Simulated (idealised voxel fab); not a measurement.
process module | voxel double patterning
cross-section cut | 295 nm wide | cells 5 nm
A cross-section is a grid of square cells, given in bands from the top down. A band is one or more rows of cells.
Each band's line starts with the height of the band's top and of its bottom, in nm. Then come its materials from left to right, each with its width in nm. One material with "throughout" fills the band from edge to edge. "air" is empty space.
Height 0 is the level under which the wafer as received is all one material. The lowest band goes on downwards, as in "0 down".
A width such as "30 to 40" changes by the same amount from each row of cells to the next, from the band's top row to its bottom row.
"no change" after a step means that no cell of the cross-section changed.
closed voids: empty space of 8 cells or more with no open way to the top, each as width x height at its distance from the left edge, in nm
after a step's settings: what the simulator itself notes on the step
overlay nm, on a step with a mask: how far to the right of its planned place the mask lay; to the left if negative
plan
1 op RECEIVE | material Si
2 op CONFORMAL_DEP | material SiN | thk nm 5
3 op DIRECTIONAL_DEP | material SiO2 | thk nm 10
4 op DIRECTIONAL_DEP | material SiCN | thk nm 10
5 op MASKED_ETCH | tone open | mask id FIRST | width nm 15 | pitch nm 50 | etch materials SiCN | depth nm 5 | overlay nm 0
6 op PATTERN | tone open | mask id SECOND | material resist | width nm 15 | thk nm 15 | overlay nm 0
7 op DIRECTIONAL_ETCH | etch materials SiCN | depth nm 10
8 op STRIP | etch materials resist
9 op DIRECTIONAL_ETCH | etch materials SiO2 | depth nm 10
10 op STRIP | etch materials SiCN
varied across the wafers: depth nm of step 5. The plan shows the first wafer's value. All wafers start alike
first wafer as received, after step 1
  0 down: Si throughout
  closed voids: none
first wafer at the end, after step 10
  15 to 5: SiO2 140 | air 15 | SiO2 140
  5 to 0: SiN throughout
  0 down: Si throughout
  closed voids: none
last wafer at the end
  15 to 5: SiO2 115 | air 15 | SiO2 10 | air 15 | SiO2 10 | air 15 | SiO2 115
  5 to 0: SiN throughout
  0 down: Si throughout
  closed voids: none
each wafer at the end: cells of each material gained (+) or lost (-) since it was received, then its closed voids
depth nm 5 | +59 SiN | +112 SiO2 | closed voids: none
depth nm 10 | +59 SiN | +100 SiO2 | closed voids: none
depth nm 15 | +59 SiN | +100 SiO2 | closed voids: none
depth nm 20 | +59 SiN | +100 SiO2 | closed voids: none
depth nm 25 | +59 SiN | +100 SiO2 | closed voids: none
